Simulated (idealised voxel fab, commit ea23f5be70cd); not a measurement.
process module | voxel ribs on slabs
cross-section cut | 235 nm wide | cells 5 nm
A cross-section is a grid of square cells, given in bands from the top down. A band is one or more rows of cells.
Each band's line starts with the height of the band's top and of its bottom, in nm. Then come its materials from left to right, each with its width in nm. One material with "throughout" fills the band from edge to edge. "air" is empty space.
Height 0 is the level under which the wafer as received is all one material. The lowest band goes on downwards, as in "0 down".
A width such as "30 to 40" changes by the same amount from each row of cells to the next, from the band's top row to its bottom row.
"no change" after a step means that no cell of the cross-section changed.
closed voids: empty space of 8 cells or more with no open way to the top, each as width x height at its distance from the left edge, in nm
after a step's settings: what the simulator itself notes on the step
overlay nm, on a step with a mask: how far to the right of its planned place the mask lay; to the left if negative
plan
1 op RECEIVE | material Si
2 op DIRECTIONAL_DEP | material SiO2 | thk nm 25
3 op DIRECTIONAL_DEP | material polySi | thk nm 25
4 op DIRECTIONAL_DEP | material aC | thk nm 10
5 op PATTERN | tone cover | mask id RIB | material resist | width nm 25 | thk nm 25 | overlay nm 0
6 op DIRECTIONAL_ETCH | etch materials aC | depth nm 10
7 op STRIP | etch materials resist
8 op DIRECTIONAL_ETCH | etch materials polySi | depth nm 10
9 op STRIP | etch materials aC
10 op DIRECTIONAL_DEP | material aC | thk nm 15
11 op PATTERN | tone cover | mask id SLAB | material resist | width nm 65 | thk nm 35 | overlay nm 0
12 op DIRECTIONAL_ETCH | etch materials aC | depth nm 15
13 op STRIP | etch materials resist
14 op DIRECTIONAL_ETCH | etch materials polySi | depth nm 15
15 op STRIP | etch materials aC
16 op FILL_DEP | material SiO2 | thk nm 30
17 op CMP | height nm 70
18 op DIRECTIONAL_DEP | material W | thk nm 5
19 op PATTERN | tone cover | mask id HEATER | material resist | width nm 35 | thk nm 15 | overlay nm 0
20 op DIRECTIONAL_ETCH | etch materials W | depth nm 5
21 op STRIP | etch materials resist
22 op CONFORMAL_DEP | material SiN | thk nm 5
as received, after step 1
  0 down: Si throughout
  closed voids: none
a wafer at the end: this start, this plan, one mistake
  80 to 75: air 95 | SiN 45 | air 95
  75 to 70: SiN 100 | W 35 | SiN 100
  70 to 50: SiO2 throughout
  50 to 40: SiO2 105 | polySi 25 | SiO2 105
  40 to 25: SiO2 75 | polySi 65 | SiO2 95
  25 to 0: SiO2 throughout
  0 down: Si throughout
  closed voids: none
what went wrong: step 11 ran as: op PATTERN | tone cover | mask id SLAB | material resist | width nm 65 | thk nm 35 | overlay nm -10
